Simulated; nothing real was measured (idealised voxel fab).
Presented below is a process module, voxel self aligned vias.
Xsec cut, 210 nm wide, square cell size 5 nm.
Cross-section format: a grid of square cells, given as bands from top to bottom; each band is one or more rows of cells. Look at the band entry: it leads with the top's height and the bottom's height in nm. Then it lists the materials left to right, with a width in nm for each. The word "all across" on a single material says that material fills the band edge to edge. The word "blank" is empty space. The reference from which all heights are counted is 0, the level beneath which the as-received wafer is entirely one material; the lowest band, having no lower bound, proceeds downward and is written after the example "0 and below". It should be noted that a width expressed as "30 to 40" varies in equal increments from row to row of cells within the band, taking the value of the first number at the top row and that of the second number at the bottom row. The designation "left unchanged", where it is given for a processing step, indicates that no cell of the cross-section was altered in the course of that step. The entry titled "Tabulated closed voids" provides the empty spaces that have no open way to the top, restricted to those of 8 cells or more. Each is presented as width x height at distance, the distance being measured from the left edge, with all three in nm. That trailing text on a step's line, after the settings, is the simulator's own remark on the step. You can add "overlay nm" to a step's line. For a step with a mask, it describes how far the mask lay to the right of its planned position, and a negative number describes a lay to the left.
-- Set out below are the planned steps of the process
1,RECEIVE [material Si]
2,CONFORMAL_DEP [material SiO2] [thk nm 10]
3,CONFORMAL_DEP [material SiCN] [thk nm 5]
4,DIRECTIONAL_DEP [material lowk] [thk nm 30]
5,PATTERN [tone open] [mask id LINES] [material resist] [width nm 20] [pitch nm 55] [thk nm 15] [overlay nm 0]
6,DIRECTIONAL_ETCH [etch materials lowk] [depth nm 30]
7,STRIP [etch materials resist]
8,CONFORMAL_DEP [material TiN] [thk nm 5]
9,FILL_DEP [material W] [thk nm 10]
10,CMP [height nm 45]
11,SELECTIVE_ETCH [etch materials W Ru TiN] [depth nm 10]
12,FILL_DEP [material SiN] [thk nm 5]
13,CMP [height nm 45]
14,DIRECTIONAL_DEP [material lowk] [thk nm 20]
15,MASKED_ETCH [tone open] [mask id VIAS] [width nm 40] [etch materials lowk] [depth nm 20] [overlay nm 0]
16,MASKED_ETCH [tone open] [mask id VIAS] [width nm 40] [etch materials SiN] [depth nm 10] [overlay nm 0]
17,CONFORMAL_DEP [material TiN] [thk nm 5]
18,FILL_DEP [material W] [thk nm 10]
19,CMP [height nm 65]
20,CONFORMAL_DEP [material SiCN] [thk nm 5]
-- As received (post step 1): cross-section
> 0 and below = Si all across
> Tabulated closed voids: none
-- Here's the wafer cut in cross-section after the module, started and planned just like above, except one thing was done wrong in the run
> 70 down to 65 = SiCN all across
> 65 down to 45 = 55 nm lowk, then 5 nm TiN, then 30 nm W, then 5 nm TiN, then 115 nm lowk
> 45 down to 40 = 55 nm lowk, then 5 nm TiN, then 30 nm W, then 5 nm TiN, then 25 nm lowk, then 20 nm SiN, then 70 nm lowk
> 40 down to 35 = 55 nm lowk, then 40 nm TiN, then 25 nm lowk, then 20 nm SiN, then 70 nm lowk
> 35 down to 25 = 55 nm lowk, then 15 nm TiN, then 10 nm W, then 15 nm TiN, then 25 nm lowk, then 5 nm TiN, then 10 nm W, then 5 nm TiN, then 70 nm lowk
> 25 down to 20 = 65 nm lowk, then 5 nm TiN, then 10 nm W, then 5 nm TiN, then 35 nm lowk, then 5 nm TiN, then 10 nm W, then 5 nm TiN, then 70 nm lowk
> 20 down to 15 = 65 nm lowk, then 20 nm TiN, then 35 nm lowk, then 20 nm TiN, then 70 nm lowk
> 15 down to 10 = SiCN all across
> 10 down to 0 = SiO2 all across
> 0 and below = Si all across
> Tabulated closed voids: none
Error vs. plan: execution of plan step 15 occurred twice
